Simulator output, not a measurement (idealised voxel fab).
A process module follows: voxel double patterning.
Cross-sectional view cut (width: 160 nm; square cell size: 5 nm).
Cross-section spec: square-cell grid; bands listed top down; each band is one or more rows.
Heads up on the band format: heights come first, top then bottom, in nm. After that it's the materials left to right, each with its width in nm. A single material flagged "edge to edge" fills the whole band edge to edge, and "air" means there's empty space there.
Measure heights from 0. That's the level where, below it, the as-received wafer is all one material. The lowest band is bottomless and extends downward; write it as in "0 down".
Width "30..40": first value at the band's top row of cells, second value at its bottom row, equal change from row to row.
A step reported as "nothing changed" is a step in which no cell of the cross-section changed.
"Closed void inventory" contains a list of empty spaces, each no smaller than 8 cells and without an open way to the top, written in the form width x height at distance with the distance from the left edge and all three in nm.
Post-settings text on a step line: simulator's own remark regarding the step.
overlay nm, on a step with a mask: how far to the right of its planned place the mask lay; to the left if negative
[The planned process steps are enumerated hereunder]
1) RECEIVE: material Si
2) CONFORMAL_DEP: material SiO2, thk nm 10
3) DIRECTIONAL_DEP: material W, thk nm 10
4) DIRECTIONAL_DEP: material SiN, thk nm 5
5) DIRECTIONAL_DEP: material aC, thk nm 15
6) PATTERN: tone open, mask id FIRST, material resist, width nm 15, pitch nm 50, thk nm 35, overlay nm 0
7) DIRECTIONAL_ETCH: etch materials aC, depth nm 15
8) STRIP: etch materials resist
9) DIRECTIONAL_ETCH: etch materials SiN, depth nm 5
10) STRIP: etch materials aC
11) DIRECTIONAL_DEP: material aC, thk nm 10
12) PATTERN: tone open, mask id SECOND, material resist, width nm 15, thk nm 30, overlay nm 0
13) DIRECTIONAL_ETCH: etch materials aC, depth nm 10
14) STRIP: etch materials resist
15) DIRECTIONAL_ETCH: etch materials SiN, depth nm 5
16) STRIP: etch materials aC
17) DIRECTIONAL_ETCH: etch materials W, depth nm 5
18) STRIP: etch materials SiN
Heads up: all these wafers start the same, and what changes between them is the depth nm in step 17. The value you see in the plan is just what the first wafer got.
[The as-received cross-section of the first of several wafers corresponds to the state after step 1]
    0 down = Si edge to edge
    Closed void inventory: none
[Below is a per-wafer table. In it, each row describes the wafer at the end of the module by giving, for each material, the number of cells gained (+) or lost (-) since the wafer was received, and after that the closed voids of the wafer]
depth nm 5 | +64 SiO2 | +55 W | Closed void inventory: none
depth nm 10 | +64 SiO2 | +46 W | Closed void inventory: none
depth nm 15 | +64 SiO2 | +46 W | Closed void inventory: none
depth nm 20 | +64 SiO2 | +46 W | Closed void inventory: none
depth nm 25 | +64 SiO2 | +46 W | Closed void inventory: none
